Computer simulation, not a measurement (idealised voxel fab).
This is a process module. Its name is voxel trench capacitor.
190 nm wide, 5 nm square cells: that's cross-section cut.
Cross-section spec: square-cell grid; bands listed top down; each band is one or more rows.
What a band's entry tells you: where the top is and where the bottom is, as heights in nm, and after that what lies inside, material by material from left to right, each with its width in nm. Empty space is written as the word "air", and a single material marked with the word "throughout" occupies the band from edge to edge.
Below 0: as-received wafer, all one material; heights counted from there. Lowest band: no bottom, goes on down, written "z 0 and below".
When a width is written as two numbers, as in "30->40", the first number is the width in the top row of cells of the band and the second is the width in its bottom row, and the width changes by the same amount from each row to the next.
Where the words "nothing changed" appear for a step, the cross-section shows no cell changed by that step; every cell remained as before.
Enclosed voids (no open way to top), threshold 8 cells or more, entry "Cavities, closed", notation width x height at distance, distance from left edge, nm.
On each step's line, the part that comes after the settings is the simulator's own comment on the step.
overlay nm: on a step with a mask, how far right of its planned place the mask lay; negative means left.

-- Process steps (planned)
1) RECEIVE [material Si]
2) CONFORMAL_DEP [material SiN] [thk nm 5]
3) DIRECTIONAL_DEP [material aC] [thk nm 15]
4) PATTERN [tone open] [mask id TRENCH] [material resist] [width nm 25] [pitch nm 40] [thk nm 35] [overlay nm 0]
5) DIRECTIONAL_ETCH [etch materials aC] [depth nm 15]
6) STRIP [etch materials resist]
7) DIRECTIONAL_ETCH [etch materials SiN] [depth nm 5]
8) DIRECTIONAL_ETCH [etch materials Si] [depth nm 30]
9) STRIP [etch materials aC]
10) CONFORMAL_DEP [material HfO2] [thk nm 5]
11) CONFORMAL_DEP [material TiN] [thk nm 5]
12) FILL_DEP [material W] [thk nm 10]
13) CMP [height nm 5]

-- First out of two wafers; run went to plan

-- as received, after step 1
- z 0 and below  Si throughout
- Cavities, closed: none

-- Cross-section of the wafer after step 2
- z 5 to 0  SiN throughout
- All layers under 0 are left as they were.

-- Cross-section of the wafer after step 3
- z 20 to 5  aC throughout
- All layers under 5 are left as they were.

-- Cross-section of the wafer after step 4
- z 55 to 20  resist 60 nm  air 25 nm  resist 15 nm  air 25 nm  resist 65 nm
- All layers under 20 are left as they were.

-- Cross-section of the wafer after step 5
- z 40 to 20  resist 60 nm  air 25 nm  resist 15 nm  air 25 nm  resist 65 nm
- z 20 to 5  aC 60 nm  air 25 nm  aC 15 nm  air 25 nm  aC 65 nm
- All layers under 5 are left as they were.

-- Cross-section of the wafer after step 6
- z 20 to 5  aC 60 nm  air 25 nm  aC 15 nm  air 25 nm  aC 65 nm
- All layers under 5 are left as they were.

-- Cross-section of the wafer after step 7
- z 20 to 5  aC 60 nm  air 25 nm  aC 15 nm  air 25 nm  aC 65 nm
- z 5 to 0  SiN 60 nm  air 25 nm  SiN 15 nm  air 25 nm  SiN 65 nm
- All layers under 0 are left as they were.

-- Cross-section of the wafer after step 8
- z 20 to 5  aC 60 nm  air 25 nm  aC 15 nm  air 25 nm  aC 65 nm
- z 5 to 0  SiN 60 nm  air 25 nm  SiN 15 nm  air 25 nm  SiN 65 nm
- z 0 to -30  Si 60 nm  air 25 nm  Si 15 nm  air 25 nm  Si 65 nm
- All layers under -30 are left as they were.

-- Cross-section of the wafer after step 9
- z 5 to 0  SiN 60 nm  air 25 nm  SiN 15 nm  air 25 nm  SiN 65 nm
- All layers under 0 are left as they were.

-- Cross-section of the wafer after step 10
- z 10 to 5  HfO2 65 nm  air 15 nm  HfO2 25 nm  air 15 nm  HfO2 70 nm
- z 5 to 0  SiN 60 nm  HfO2 5 nm  air 15 nm  HfO2 5 nm  SiN 15 nm  HfO2 5 nm  air 15 nm  HfO2 5 nm  SiN 65 nm
- z 0 to -25  Si 60 nm  HfO2 5 nm  air 15 nm  HfO2 5 nm  Si 15 nm  HfO2 5 nm  air 15 nm  HfO2 5 nm  Si 65 nm
- z -25 to -30  Si 60 nm  HfO2 25 nm  Si 15 nm  HfO2 25 nm  Si 65 nm
- All layers under -30 are left as they were.

-- Cross-section of the wafer after step 11
- z 15 to 10  TiN 70 nm  air 5 nm  TiN 35 nm  air 5 nm  TiN 75 nm
- z 10 to 5  HfO2 65 nm  TiN 5 nm  air 5 nm  TiN 5 nm  HfO2 25 nm  TiN 5 nm  air 5 nm  TiN 5 nm  HfO2 70 nm
- z 5 to 0  SiN 60 nm  HfO2 5 nm  TiN 5 nm  air 5 nm  TiN 5 nm  HfO2 5 nm  SiN 15 nm  HfO2 5 nm  TiN 5 nm  air 5 nm  TiN 5 nm  HfO2 5 nm  SiN 65 nm
- z 0 to -20  Si 60 nm  HfO2 5 nm  TiN 5 nm  air 5 nm  TiN 5 nm  HfO2 5 nm  Si 15 nm  HfO2 5 nm  TiN 5 nm  air 5 nm  TiN 5 nm  HfO2 5 nm  Si 65 nm
- z -20 to -25  Si 60 nm  HfO2 5 nm  TiN 15 nm  HfO2 5 nm  Si 15 nm  HfO2 5 nm  TiN 15 nm  HfO2 5 nm  Si 65 nm
- All layers under -25 are left as they were.

-- Cross-section of the wafer after step 12
- z 25 to 15  W throughout
- z 15 to 10  TiN 70 nm  W 5 nm  TiN 35 nm  W 5 nm  TiN 75 nm
- z 10 to 5  HfO2 65 nm  TiN 5 nm  W 5 nm  TiN 5 nm  HfO2 25 nm  TiN 5 nm  W 5 nm  TiN 5 nm  HfO2 70 nm
- z 5 to 0  SiN 60 nm  HfO2 5 nm  TiN 5 nm  W 5 nm  TiN 5 nm  HfO2 5 nm  SiN 15 nm  HfO2 5 nm  TiN 5 nm  W 5 nm  TiN 5 nm  HfO2 5 nm  SiN 65 nm
- z 0 to -20  Si 60 nm  HfO2 5 nm  TiN 5 nm  W 5 nm  TiN 5 nm  HfO2 5 nm  Si 15 nm  HfO2 5 nm  TiN 5 nm  W 5 nm  TiN 5 nm  HfO2 5 nm  Si 65 nm
- All layers under -20 are left as they were.

-- Cross-section of the wafer after step 13
- z 5 to 0  SiN 60 nm  HfO2 5 nm  TiN 5 nm  W 5 nm  TiN 5 nm  HfO2 5 nm  SiN 15 nm  HfO2 5 nm  TiN 5 nm  W 5 nm  TiN 5 nm  HfO2 5 nm  SiN 65 nm
- All layers under 0 are left as they were.

-- Second wafer, same starting state and plan as the first, one mistake in the run, identical through step 7

-- Second wafer, sectioned view, at step 8's planned end time
- z 20 to 5  aC 60 nm  air 25 nm  aC 15 nm  air 25 nm  aC 65 nm
- z 5 to 0  SiN 60 nm  air 25 nm  SiN 15 nm  air 25 nm  SiN 65 nm
- z 0 to -60  Si 60 nm  air 25 nm  Si 15 nm  air 25 nm  Si 65 nm
- All layers under -60 are left as they were.

-- Second wafer, sectioned view, at step 9's planned end time
- z 5 to 0  SiN 60 nm  air 25 nm  SiN 15 nm  air 25 nm  SiN 65 nm
- All layers under 0 are left as they were.

-- Second wafer, sectioned view, at step 10's planned end time
- z 10 to 5  HfO2 65 nm  air 15 nm  HfO2 25 nm  air 15 nm  HfO2 70 nm
- z 5 to 0  SiN 60 nm  HfO2 5 nm  air 15 nm  HfO2 5 nm  SiN 15 nm  HfO2 5 nm  air 15 nm  HfO2 5 nm  SiN 65 nm
- z 0 to -55  Si 60 nm  HfO2 5 nm  air 15 nm  HfO2 5 nm  Si 15 nm  HfO2 5 nm  air 15 nm  HfO2 5 nm  Si 65 nm
- z -55 to -60  Si 60 nm  HfO2 25 nm  Si 15 nm  HfO2 25 nm  Si 65 nm
- All layers under -60 are left as they were.

-- Second wafer, sectioned view, at step 11's planned end time
- z 15 to 10  TiN 70 nm  air 5 nm  TiN 35 nm  air 5 nm  TiN 75 nm
- z 10 to 5  HfO2 65 nm  TiN 5 nm  air 5 nm  TiN 5 nm  HfO2 25 nm  TiN 5 nm  air 5 nm  TiN 5 nm  HfO2 70 nm
- z 5 to 0  SiN 60 nm  HfO2 5 nm  TiN 5 nm  air 5 nm  TiN 5 nm  HfO2 5 nm  SiN 15 nm  HfO2 5 nm  TiN 5 nm  air 5 nm  TiN 5 nm  HfO2 5 nm  SiN 65 nm
- z 0 to -50  Si 60 nm  HfO2 5 nm  TiN 5 nm  air 5 nm  TiN 5 nm  HfO2 5 nm  Si 15 nm  HfO2 5 nm  TiN 5 nm  air 5 nm  TiN 5 nm  HfO2 5 nm  Si 65 nm
- z -50 to -55  Si 60 nm  HfO2 5 nm  TiN 15 nm  HfO2 5 nm  Si 15 nm  HfO2 5 nm  TiN 15 nm  HfO2 5 nm  Si 65 nm
- All layers under -55 are left as they were.

-- Second wafer, sectioned view, at step 12's planned end time
- z 25 to 15  W throughout
- z 15 to 10  TiN 70 nm  W 5 nm  TiN 35 nm  W 5 nm  TiN 75 nm
- z 10 to 5  HfO2 65 nm  TiN 5 nm  W 5 nm  TiN 5 nm  HfO2 25 nm  TiN 5 nm  W 5 nm  TiN 5 nm  HfO2 70 nm
- z 5 to 0  SiN 60 nm  HfO2 5 nm  TiN 5 nm  W 5 nm  TiN 5 nm  HfO2 5 nm  SiN 15 nm  HfO2 5 nm  TiN 5 nm  W 5 nm  TiN 5 nm  HfO2 5 nm  SiN 65 nm
- z 0 to -50  Si 60 nm  HfO2 5 nm  TiN 5 nm  W 5 nm  TiN 5 nm  HfO2 5 nm  Si 15 nm  HfO2 5 nm  TiN 5 nm  W 5 nm  TiN 5 nm  HfO2 5 nm  Si 65 nm
- All layers under -50 are left as they were.

-- Second wafer, sectioned view, at step 13's planned end time
- z 5 to 0  SiN 60 nm  HfO2 5 nm  TiN 5 nm  W 5 nm  TiN 5 nm  HfO2 5 nm  SiN 15 nm  HfO2 5 nm  TiN 5 nm  W 5 nm  TiN 5 nm  HfO2 5 nm  SiN 65 nm
- All layers under 0 are left as they were.
Misprocessing identified: twice over, step 8 of the plan was run
Upon completion, the second wafer contains, in terms of cells, a greater or smaller amount of certain materials than the first wafer: 24 more of HfO2 | 60 fewer of Si | 24 more of TiN | 12 more of W
